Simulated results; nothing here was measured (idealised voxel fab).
Title: Process Module voxel capacitor over wiring
In the cross-section labelled cut, the width is 215 nm and each square cell is 5 nm.
Cross-section, as written here: a square-cell grid given band by band from the top down, where a band holds one or more rows of cells. Each band's line starts with the height of the band's top and of its bottom, in nm. Then come its materials from left to right, each with its width in nm. One material with "everywhere" fills the band from edge to edge. "empty" is empty space. Heights from 0 (as-received wafer is one material below). Bottom band endless downward, as "0 nm and below". You'd read "30->40" like this: the band's top row of cells is as wide as the first number, its bottom row is as wide as the second, and going down, every row changes width by the same amount as the row before did. Where a step carries "no alteration", the cross-section came out of it unchanged, cell for cell. The entry titled "Non-vented voids" provides the empty spaces that have no open way to the top, restricted to those of 8 cells or more. Each is presented as width x height at distance, the distance being measured from the left edge, with all three in nm. Heads up: the bit after the settings on a step's line is the simulator's remark on that step. Among the settings permitted on a step's line is "overlay nm"; applied to a step with a mask, it specifies the extent to which the mask lay to the right of its planned position, whereas a negative figure signifies a position to the left.

Planned step list for the process
1) RECEIVE,material Si
2) CONFORMAL_DEP,material SiO2,thk nm 10
3) DIRECTIONAL_DEP,material TiN,thk nm 5
4) DIRECTIONAL_DEP,material Ru,thk nm 20
5) DIRECTIONAL_DEP,material aC,thk nm 15
6) PATTERN,tone cover,mask id METAL_1,material resist,width nm 30,pitch nm 95,thk nm 30,overlay nm 0
7) DIRECTIONAL_ETCH,etch materials aC,depth nm 15
8) STRIP,etch materials resist
9) DIRECTIONAL_ETCH,etch materials Ru,depth nm 20
10) DIRECTIONAL_ETCH,etch materials TiN,depth nm 5
11) STRIP,etch materials aC
12) CONFORMAL_DEP,material SiN,thk nm 5
13) FILL_DEP,material lowk,thk nm 10
14) CMP,height nm 35
15) CONFORMAL_DEP,material SiCN,thk nm 5
16) DIRECTIONAL_DEP,material SiO2,thk nm 20
17) MASKED_ETCH,tone open,mask id PLUG_1,width nm 15,etch materials SiO2,depth nm 20,overlay nm 0
18) MASKED_ETCH,tone open,mask id PLUG_1,width nm 15,etch materials SiCN,depth nm 5,overlay nm 0
19) CONFORMAL_DEP,material TiN,thk nm 5
20) FILL_DEP,material Ru,thk nm 5
21) CMP,height nm 60
22) DIRECTIONAL_DEP,material TiN,thk nm 5
23) DIRECTIONAL_DEP,material HfO2,thk nm 5
24) DIRECTIONAL_DEP,material TiN,thk nm 5
25) PATTERN,tone cover,mask id UPPER_PLATE,material resist,width nm 70,thk nm 15,overlay nm 0
26) DIRECTIONAL_ETCH,etch materials TiN,depth nm 5
27) DIRECTIONAL_ETCH,etch materials HfO2,depth nm 5
28) STRIP,etch materials resist
29) PATTERN,tone cover,mask id LOWER_PLATE,material resist,width nm 80,thk nm 20,overlay nm 0
30) DIRECTIONAL_ETCH,etch materials TiN,depth nm 5
31) STRIP,etch materials resist
32) FILL_DEP,material SiO2,thk nm 20
33) CMP,height nm 90
34) PATTERN,tone open,mask id PLUG_2,material resist,width nm 15,thk nm 20,overlay nm 0
35) DIRECTIONAL_ETCH,etch materials SiO2,depth nm 15
36) STRIP,etch materials resist
37) CONFORMAL_DEP,material TiN,thk nm 5
38) FILL_DEP,material Cu,thk nm 10
39) CMP,height nm 90
40) CONFORMAL_DEP,material SiCN,thk nm 5

First out of two wafers; run went to plan

Cross-section of the wafer as it came to us, i.e., already through step 1
  0 nm and below = Si everywhere
  Non-vented voids: none

Presented here is a cross-section of the wafer after step 2 has been performed
  10 nm to 0 nm = SiO2 everywhere
  Unchanged below 0.

Presented here is a cross-section of the wafer after step 3 has been performed
  15 nm to 10 nm = TiN everywhere
  Unchanged below 10.

Presented here is a cross-section of the wafer after step 4 has been performed
  35 nm to 15 nm = Ru everywhere
  Unchanged below 15.

Presented here is a cross-section of the wafer after step 5 has been performed
  50 nm to 35 nm = aC everywhere
  Unchanged below 35.

Presented here is a cross-section of the wafer after step 6 has been performed
  80 nm to 50 nm = empty 45 nm, then resist 30 nm, then empty 65 nm, then resist 30 nm, then empty 45 nm
  Unchanged below 50.

Presented here is a cross-section of the wafer after step 7 has been performed
  65 nm to 50 nm = empty 45 nm, then resist 30 nm, then empty 65 nm, then resist 30 nm, then empty 45 nm
  50 nm to 35 nm = empty 45 nm, then aC 30 nm, then empty 65 nm, then aC 30 nm, then empty 45 nm
  Unchanged below 35.

Presented here is a cross-section of the wafer after step 8 has been performed
  50 nm to 35 nm = empty 45 nm, then aC 30 nm, then empty 65 nm, then aC 30 nm, then empty 45 nm
  Unchanged below 35.

Presented here is a cross-section of the wafer after step 9 has been performed
  50 nm to 35 nm = empty 45 nm, then aC 30 nm, then empty 65 nm, then aC 30 nm, then empty 45 nm
  35 nm to 15 nm = empty 45 nm, then Ru 30 nm, then empty 65 nm, then Ru 30 nm, then empty 45 nm
  Unchanged below 15.

Presented here is a cross-section of the wafer after step 10 has been performed
  50 nm to 35 nm = empty 45 nm, then aC 30 nm, then empty 65 nm, then aC 30 nm, then empty 45 nm
  35 nm to 15 nm = empty 45 nm, then Ru 30 nm, then empty 65 nm, then Ru 30 nm, then empty 45 nm
  15 nm to 10 nm = empty 45 nm, then TiN 30 nm, then empty 65 nm, then TiN 30 nm, then empty 45 nm
  Unchanged below 10.

Presented here is a cross-section of the wafer after step 11 has been performed
  35 nm to 15 nm = empty 45 nm, then Ru 30 nm, then empty 65 nm, then Ru 30 nm, then empty 45 nm
  Unchanged below 15.

Presented here is a cross-section of the wafer after step 12 has been performed
  40 nm to 35 nm = empty 40 nm, then SiN 40 nm, then empty 55 nm, then SiN 40 nm, then empty 40 nm
  35 nm to 15 nm = empty 40 nm, then SiN 5 nm, then Ru 30 nm, then SiN 5 nm, then empty 55 nm, then SiN 5 nm, then Ru 30 nm, then SiN 5 nm, then empty 40 nm
  15 nm to 10 nm = SiN 45 nm, then TiN 30 nm, then SiN 65 nm, then TiN 30 nm, then SiN 45 nm
  Unchanged below 10.

Presented here is a cross-section of the wafer after step 13 has been performed
  50 nm to 40 nm = lowk everywhere
  40 nm to 35 nm = lowk 40 nm, then SiN 40 nm, then lowk 55 nm, then SiN 40 nm, then lowk 40 nm
  35 nm to 15 nm = lowk 40 nm, then SiN 5 nm, then Ru 30 nm, then SiN 5 nm, then lowk 55 nm, then SiN 5 nm, then Ru 30 nm, then SiN 5 nm, then lowk 40 nm
  Unchanged below 15.

Presented here is a cross-section of the wafer after step 14 has been performed
  35 nm to 15 nm = lowk 40 nm, then SiN 5 nm, then Ru 30 nm, then SiN 5 nm, then lowk 55 nm, then SiN 5 nm, then Ru 30 nm, then SiN 5 nm, then lowk 40 nm
  Unchanged below 15.

Presented here is a cross-section of the wafer after step 15 has been performed
  40 nm to 35 nm = SiCN everywhere
  Unchanged below 35.

Presented here is a cross-section of the wafer after step 16 has been performed
  60 nm to 40 nm = SiO2 everywhere
  Unchanged below 40.

Presented here is a cross-section of the wafer after step 17 has been performed
  60 nm to 40 nm = SiO2 60 nm, then empty 15 nm, then SiO2 140 nm
  Unchanged below 40.

Presented here is a cross-section of the wafer after step 18 has been performed
  60 nm to 40 nm = SiO2 60 nm, then empty 15 nm, then SiO2 140 nm
  40 nm to 35 nm = SiCN 60 nm, then empty 15 nm, then SiCN 140 nm
  Unchanged below 35.

Presented here is a cross-section of the wafer after step 19 has been performed
  65 nm to 60 nm = TiN 65 nm, then empty 5 nm, then TiN 145 nm
  60 nm to 40 nm = SiO2 60 nm, then TiN 5 nm, then empty 5 nm, then TiN 5 nm, then SiO2 140 nm
  40 nm to 35 nm = SiCN 60 nm, then TiN 15 nm, then SiCN 140 nm
  Unchanged below 35.

Presented here is a cross-section of the wafer after step 20 has been performed
  70 nm to 65 nm = Ru everywhere
  65 nm to 60 nm = TiN 65 nm, then Ru 5 nm, then TiN 145 nm
  60 nm to 40 nm = SiO2 60 nm, then TiN 5 nm, then Ru 5 nm, then TiN 5 nm, then SiO2 140 nm
  Unchanged below 40.

Presented here is a cross-section of the wafer after step 21 has been performed
  60 nm to 40 nm = SiO2 60 nm, then TiN 5 nm, then Ru 5 nm, then TiN 5 nm, then SiO2 140 nm
  Unchanged below 40.

Presented here is a cross-section of the wafer after step 22 has been performed
  65 nm to 60 nm = TiN everywhere
  Unchanged below 60.

Presented here is a cross-section of the wafer after step 23 has been performed
  70 nm to 65 nm = HfO2 everywhere
  Unchanged below 65.

Presented here is a cross-section of the wafer after step 24 has been performed
  75 nm to 70 nm = TiN everywhere
  Unchanged below 70.

Presented here is a cross-section of the wafer after step 25 has been performed
  90 nm to 75 nm = empty 60 nm, then resist 70 nm, then empty 85 nm
  Unchanged below 75.

Presented here is a cross-section of the wafer after step 26 has been performed
  90 nm to 75 nm = empty 60 nm, then resist 70 nm, then empty 85 nm
  75 nm to 70 nm = empty 60 nm, then TiN 70 nm, then empty 85 nm
  Unchanged below 70.

Presented here is a cross-section of the wafer after step 27 has been performed
  90 nm to 75 nm = empty 60 nm, then resist 70 nm, then empty 85 nm
  75 nm to 70 nm = empty 60 nm, then TiN 70 nm, then empty 85 nm
  70 nm to 65 nm = empty 60 nm, then HfO2 70 nm, then empty 85 nm
  Unchanged below 65.

Presented here is a cross-section of the wafer after step 28 has been performed
  75 nm to 70 nm = empty 60 nm, then TiN 70 nm, then empty 85 nm
  Unchanged below 70.

Presented here is a cross-section of the wafer after step 29 has been performed
  95 nm to 75 nm = empty 55 nm, then resist 80 nm, then empty 80 nm
  75 nm to 70 nm = empty 55 nm, then resist 5 nm, then TiN 70 nm, then resist 5 nm, then empty 80 nm
  70 nm to 65 nm = empty 55 nm, then resist 5 nm, then HfO2 70 nm, then resist 5 nm, then empty 80 nm
  Unchanged below 65.

Presented here is a cross-section of the wafer after step 30 has been performed
  95 nm to 75 nm = empty 55 nm, then resist 80 nm, then empty 80 nm
  75 nm to 70 nm = empty 55 nm, then resist 5 nm, then TiN 70 nm, then resist 5 nm, then empty 80 nm
  70 nm to 65 nm = empty 55 nm, then resist 5 nm, then HfO2 70 nm, then resist 5 nm, then empty 80 nm
  65 nm to 60 nm = empty 55 nm, then TiN 80 nm, then empty 80 nm
  Unchanged below 60.

Presented here is a cross-section of the wafer after step 31 has been performed
  75 nm to 70 nm = empty 60 nm, then TiN 70 nm, then empty 85 nm
  70 nm to 65 nm = empty 60 nm, then HfO2 70 nm, then empty 85 nm
  Unchanged below 65.

Presented here is a cross-section of the wafer after step 32 has been performed
  95 nm to 75 nm = SiO2 everywhere
  75 nm to 70 nm = SiO2 60 nm, then TiN 70 nm, then SiO2 85 nm
  70 nm to 65 nm = SiO2 60 nm, then HfO2 70 nm, then SiO2 85 nm
  65 nm to 60 nm = SiO2 55 nm, then TiN 80 nm, then SiO2 80 nm
  Unchanged below 60.

Presented here is a cross-section of the wafer after step 33 has been performed
  90 nm to 75 nm = SiO2 everywhere
  Unchanged below 75.

Presented here is a cross-section of the wafer after step 34 has been performed
  110 nm to 90 nm = resist 70 nm, then empty 15 nm, then resist 130 nm
  Unchanged below 90.

Presented here is a cross-section of the wafer after step 35 has been performed
  110 nm to 90 nm = resist 70 nm, then empty 15 nm, then resist 130 nm
  90 nm to 75 nm = SiO2 70 nm, then empty 15 nm, then SiO2 130 nm
  Unchanged below 75.

Presented here is a cross-section of the wafer after step 36 has been performed
  90 nm to 75 nm = SiO2 70 nm, then empty 15 nm, then SiO2 130 nm
  Unchanged below 75.

Presented here is a cross-section of the wafer after step 37 has been performed
  95 nm to 90 nm = TiN 75 nm, then empty 5 nm, then TiN 135 nm
  90 nm to 80 nm = SiO2 70 nm, then TiN 5 nm, then empty 5 nm, then TiN 5 nm, then SiO2 130 nm
  80 nm to 70 nm = SiO2 70->60 nm, then TiN 15->70 nm, then SiO2 130->85 nm
  Unchanged below 70.

Presented here is a cross-section of the wafer after step 38 has been performed
  105 nm to 95 nm = Cu everywhere
  95 nm to 90 nm = TiN 75 nm, then Cu 5 nm, then TiN 135 nm
  90 nm to 80 nm = SiO2 70 nm, then TiN 5 nm, then Cu 5 nm, then TiN 5 nm, then SiO2 130 nm
  Unchanged below 80.

Presented here is a cross-section of the wafer after step 39 has been performed
  90 nm to 80 nm = SiO2 70 nm, then TiN 5 nm, then Cu 5 nm, then TiN 5 nm, then SiO2 130 nm
  Unchanged below 80.

Presented here is a cross-section of the wafer after step 40 has been performed
  95 nm to 90 nm = SiCN everywhere
  Unchanged below 90.

Notes, second wafer: start = first wafer's, plan = first wafer's, execution had one mistake; history identical to first through step 29

Second wafer, cross-section, planned end of step 30
  95 nm to 75 nm = empty 55 nm, then resist 80 nm, then empty 80 nm
  75 nm to 70 nm = empty 55 nm, then resist 5 nm, then TiN 70 nm, then resist 5 nm, then empty 80 nm
  70 nm to 65 nm = empty 55 nm, then resist 5 nm, then HfO2 70 nm, then resist 5 nm, then empty 80 nm
  65 nm to 60 nm = empty 55 nm, then TiN 80 nm, then empty 80 nm
  Unchanged below 60.

Second wafer, cross-section, planned end of step 31
  75 nm to 70 nm = empty 60 nm, then TiN 70 nm, then empty 85 nm
  70 nm to 65 nm = empty 60 nm, then HfO2 70 nm, then empty 85 nm
  Unchanged below 65.

Second wafer, cross-section, planned end of step 32
  95 nm to 75 nm = SiO2 everywhere
  75 nm to 70 nm = SiO2 60 nm, then TiN 70 nm, then SiO2 85 nm
  70 nm to 65 nm = SiO2 60 nm, then HfO2 70 nm, then SiO2 85 nm
  65 nm to 60 nm = SiO2 55 nm, then TiN 80 nm, then SiO2 80 nm
  Unchanged below 60.

Second wafer, cross-section, planned end of step 33
  90 nm to 75 nm = SiO2 everywhere
  Unchanged below 75.

Second wafer, cross-section, planned end of step 34
  110 nm to 90 nm = resist 70 nm, then empty 15 nm, then resist 130 nm
  Unchanged below 90.

Second wafer, cross-section, planned end of step 35
  110 nm to 90 nm = resist 70 nm, then empty 15 nm, then resist 130 nm
  90 nm to 75 nm = SiO2 70 nm, then empty 15 nm, then SiO2 130 nm
  Unchanged below 75.

Second wafer, cross-section, planned end of step 36
  90 nm to 75 nm = SiO2 70 nm, then empty 15 nm, then SiO2 130 nm
  Unchanged below 75.

Second wafer, cross-section, planned end of step 37
  95 nm to 90 nm = TiN 75 nm, then empty 5 nm, then TiN 135 nm
  90 nm to 80 nm = SiO2 70 nm, then TiN 5 nm, then empty 5 nm, then TiN 5 nm, then SiO2 130 nm
  80 nm to 70 nm = SiO2 70->60 nm, then TiN 15->70 nm, then SiO2 130->85 nm
  Unchanged below 70.

Second wafer, cross-section, planned end of step 38
  105 nm to 95 nm = Cu everywhere
  95 nm to 90 nm = TiN 75 nm, then Cu 5 nm, then TiN 135 nm
  90 nm to 80 nm = SiO2 70 nm, then TiN 5 nm, then Cu 5 nm, then TiN 5 nm, then SiO2 130 nm
  Unchanged below 80.

Second wafer, cross-section, planned end of step 39
  90 nm to 80 nm = SiO2 70 nm, then TiN 5 nm, then Cu 5 nm, then TiN 5 nm, then SiO2 130 nm
  Unchanged below 80.

Second wafer, cross-section, planned end of step 40
  95 nm to 90 nm = SiCN everywhere
  Unchanged below 90.
Run error: step 30 of the plan was performed twice
The final cross-section is the same for the two wafers, so this model computes the same thing whether or not the mistake was made.
